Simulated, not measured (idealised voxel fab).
Documented hereafter: the process module known as voxel ribs on slabs.
Pictured: cross-section cut, 140 nm wide, on a grid of 5 nm square cells.
Each cross-section below is a grid of square cells, stated as bands in top-down order, with one or more rows of cells making up each band.
Read a band's entry like this: the first values are the height of its top and the height of its bottom in nm, and what follows is the sequence of materials from left to right, each with its width in nm. Note that "air" is empty space, and that a single material marked "full width" reaches across the band from edge to edge.
Convention: height 0 is the level below which the wafer, as received, is all one material. The lowest band does not terminate at the bottom but continues downward, represented as "top 0, no bottom".
Top row gets the first number, bottom row gets the second, and each row in between changes by the same step: that is how a band width like "30 to 40" works.
"nothing different" (step): cross-section cells unchanged, all of them.
Any empty space of 8 cells or more lacking an open way to the top shows up in "Closed void catalog" as width x height at distance, distance from the left edge, in nm.
Note: text after step settings on the step line = simulator remark on that step.
Each step line may optionally specify "overlay nm", which for a step with a mask gives the rightward distance between the mask's planned place and where it lay, a negative value indicating the leftward direction.

So here's the lineup of process steps we planned:
1. RECEIVE: material Si
2. DIRECTIONAL_DEP: material SiO2, thk nm 20
3. DIRECTIONAL_DEP: material polySi, thk nm 20
4. DIRECTIONAL_DEP: material aC, thk nm 10
5. PATTERN: tone cover, mask id RIB, material resist, width nm 20, thk nm 30, overlay nm 0
6. DIRECTIONAL_ETCH: etch materials aC, depth nm 10
7. STRIP: etch materials resist
8. DIRECTIONAL_ETCH: etch materials polySi, depth nm 15
9. STRIP: etch materials aC
10. MASKED_ETCH: tone cover, mask id SLAB, width nm 50, etch materials polySi, depth nm 5, overlay nm 0
11. FILL_DEP: material SiO2, thk nm 20
12. CMP: height nm 55
13. DIRECTIONAL_DEP: material W, thk nm 10
14. MASKED_ETCH: tone cover, mask id HEATER, width nm 30, etch materials W, depth nm 10, overlay nm 0
15. CONFORMAL_DEP: material SiN, thk nm 5

First of two wafers: run as planned:

Received-state cross-section, reflecting completion of step 1:
	top 0, no bottom = Si full width
	Closed void catalog: none

Once step 2 is through, the wafer looks like this in cross-section:
	top 20, bottom 0 = SiO2 full width
	below 0: unchanged

Once step 3 is through, the wafer looks like this in cross-section:
	top 40, bottom 20 = polySi full width
	below 20: unchanged

Once step 4 is through, the wafer looks like this in cross-section:
	top 50, bottom 40 = aC full width
	below 40: unchanged

Once step 5 is through, the wafer looks like this in cross-section:
	top 80, bottom 50 = 60 air, then 20 resist, then 60 air
	below 50: unchanged

Once step 6 is through, the wafer looks like this in cross-section:
	top 70, bottom 50 = 60 air, then 20 resist, then 60 air
	top 50, bottom 40 = 60 air, then 20 aC, then 60 air
	below 40: unchanged

Once step 7 is through, the wafer looks like this in cross-section:
	top 50, bottom 40 = 60 air, then 20 aC, then 60 air
	below 40: unchanged

Once step 8 is through, the wafer looks like this in cross-section:
	top 50, bottom 40 = 60 air, then 20 aC, then 60 air
	top 40, bottom 25 = 60 air, then 20 polySi, then 60 air
	below 25: unchanged

Once step 9 is through, the wafer looks like this in cross-section:
	top 40, bottom 25 = 60 air, then 20 polySi, then 60 air
	below 25: unchanged

Once step 10 is through, the wafer looks like this in cross-section:
	top 40, bottom 25 = 60 air, then 20 polySi, then 60 air
	top 25, bottom 20 = 45 air, then 50 polySi, then 45 air
	below 20: unchanged

Once step 11 is through, the wafer looks like this in cross-section:
	top 60, bottom 40 = SiO2 full width
	top 40, bottom 25 = 60 SiO2, then 20 polySi, then 60 SiO2
	top 25, bottom 20 = 45 SiO2, then 50 polySi, then 45 SiO2
	below 20: unchanged

Once step 12 is through, the wafer looks like this in cross-section:
	top 55, bottom 40 = SiO2 full width
	below 40: unchanged

Once step 13 is through, the wafer looks like this in cross-section:
	top 65, bottom 55 = W full width
	below 55: unchanged

Once step 14 is through, the wafer looks like this in cross-section:
	top 65, bottom 55 = 55 air, then 30 W, then 55 air
	below 55: unchanged

Once step 15 is through, the wafer looks like this in cross-section:
	top 70, bottom 65 = 50 air, then 40 SiN, then 50 air
	top 65, bottom 60 = 50 air, then 5 SiN, then 30 W, then 5 SiN, then 50 air
	top 60, bottom 55 = 55 SiN, then 30 W, then 55 SiN
	below 55: unchanged

Second wafer. Start and plan as for the first. One mistake made in running. Agrees with the first up to and including step 4:

Planned end of step 5: second wafer, cross-section:
	top 80, bottom 50 = 70 air, then 20 resist, then 50 air
	below 50: unchanged

Planned end of step 6: second wafer, cross-section:
	top 70, bottom 50 = 70 air, then 20 resist, then 50 air
	top 50, bottom 40 = 70 air, then 20 aC, then 50 air
	below 40: unchanged

Planned end of step 7: second wafer, cross-section:
	top 50, bottom 40 = 70 air, then 20 aC, then 50 air
	below 40: unchanged

Planned end of step 8: second wafer, cross-section:
	top 50, bottom 40 = 70 air, then 20 aC, then 50 air
	top 40, bottom 25 = 70 air, then 20 polySi, then 50 air
	below 25: unchanged

Planned end of step 9: second wafer, cross-section:
	top 40, bottom 25 = 70 air, then 20 polySi, then 50 air
	below 25: unchanged

Planned end of step 10: second wafer, cross-section:
	top 40, bottom 25 = 70 air, then 20 polySi, then 50 air
	top 25, bottom 20 = 45 air, then 50 polySi, then 45 air
	below 20: unchanged

Planned end of step 11: second wafer, cross-section:
	top 60, bottom 40 = SiO2 full width
	top 40, bottom 25 = 70 SiO2, then 20 polySi, then 50 SiO2
	top 25, bottom 20 = 45 SiO2, then 50 polySi, then 45 SiO2
	below 20: unchanged

Planned end of step 12: second wafer, cross-section:
	top 55, bottom 40 = SiO2 full width
	below 40: unchanged

Planned end of step 13: second wafer, cross-section:
	top 65, bottom 55 = W full width
	below 55: unchanged

Planned end of step 14: second wafer, cross-section:
	top 65, bottom 55 = 55 air, then 30 W, then 55 air
	below 55: unchanged

Planned end of step 15: second wafer, cross-section:
	top 70, bottom 65 = 50 air, then 40 SiN, then 50 air
	top 65, bottom 60 = 50 air, then 5 SiN, then 30 W, then 5 SiN, then 50 air
	top 60, bottom 55 = 55 SiN, then 30 W, then 55 SiN
	below 55: unchanged
Plan not followed: not per plan at step 5, really ran PATTERN: tone cover, mask id RIB, material resist, width nm 20, thk nm 30, overlay nm 10
At the end, the second wafer has the same number of cells of each material as the first, but those cells sit in other places.
